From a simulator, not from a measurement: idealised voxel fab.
Process module name: voxel ribs on slabs
We display cut, a cross-section 180 nm in width whose square cells are each 5 nm.
For the purposes of this document, a cross-section shall be understood as a grid of square cells, specified as bands listed in top-to-bottom order, each band consisting of one or more rows of cells.
Within each band entry, the heights of the top and of the bottom of the band appear first, in that order and in nm; the materials of the band then follow from left to right, each with its corresponding width in nm. The designation "all across" on a single material indicates that it fills the band from edge to edge; the designation "empty" indicates empty space.
Height is counted from the level 0, under which the received wafer is composed throughout of one material. The lowest of the bands is not closed at the bottom but continues downward, in the notation "from 0 down".
Top row gets the first number, bottom row gets the second, and each row in between changes by the same step: that is how a band width like "30->40" works.
"no alteration", as given for a step, is the statement that not any cell of the cross-section underwent a change during that step.
The entry titled "Fully sealed voids" provides the empty spaces that have no open way to the top, restricted to those of 8 cells or more. Each is presented as width x height at distance, the distance being measured from the left edge, with all three in nm.
On each step's line, the part that comes after the settings is the simulator's own comment on the step.
Steps that use a mask can have "overlay nm" on their line. It says how far the mask sat to the right of where it was meant to be. Negative means to the left.

# Below is the list of planned process steps
- 1: RECEIVE: material Si
- 2: DIRECTIONAL_DEP: material SiO2, thk nm 25
- 3: DIRECTIONAL_DEP: material polySi, thk nm 15
- 4: MASKED_ETCH: tone cover, mask id RIB, width nm 20, etch materials polySi, depth nm 10, overlay nm 0
- 5: PATTERN: tone cover, mask id SLAB, material resist, width nm 80, thk nm 15, overlay nm 0
- 6: DIRECTIONAL_ETCH: etch materials polySi, depth nm 5
- 7: STRIP: etch materials resist
- 8: FILL_DEP: material SiO2, thk nm 20
- 9: CMP: height nm 50
- 10: DIRECTIONAL_DEP: material W, thk nm 5
- 11: PATTERN: tone cover, mask id HEATER, material resist, width nm 30, thk nm 20, overlay nm 0
- 12: DIRECTIONAL_ETCH: etch materials W, depth nm 5
- 13: STRIP: etch materials resist
- 14: CONFORMAL_DEP: material SiN, thk nm 10

# Here's what the wafer looked like in cross-section when it arrived - that's after step 1
  from 0 down = Si all across
  Fully sealed voids: none

# Wafer cross-section at module end: first of two, run to plan
  from 65 to 60 = empty: 65 / SiN: 50 / empty: 65
  from 60 to 55 = SiN all across
  from 55 to 50 = SiN: 75 / W: 30 / SiN: 75
  from 50 to 40 = SiO2 all across
  from 40 to 30 = SiO2: 80 / polySi: 20 / SiO2: 80
  from 30 to 25 = SiO2: 50 / polySi: 80 / SiO2: 50
  from 25 to 0 = SiO2 all across
  from 0 down = Si all across
  Fully sealed voids: none

# Cross-section, second wafer: same start as the first, same plan as the first, one mistake in running it; taken at the end of the module
  from 55 to 50 = empty: 75 / W: 30 / empty: 75
  from 50 to 40 = SiO2 all across
  from 40 to 30 = SiO2: 80 / polySi: 20 / SiO2: 80
  from 30 to 25 = SiO2: 50 / polySi: 80 / SiO2: 50
  from 25 to 0 = SiO2 all across
  from 0 down = Si all across
  Fully sealed voids: none
Plan not followed: execution of step 14 of the plan did not take place, the step having been omitted
It is noted that, at the conclusion of processing, the second wafer exhibits a higher or lower cell count for certain materials relative to the first: 76 fewer of SiN
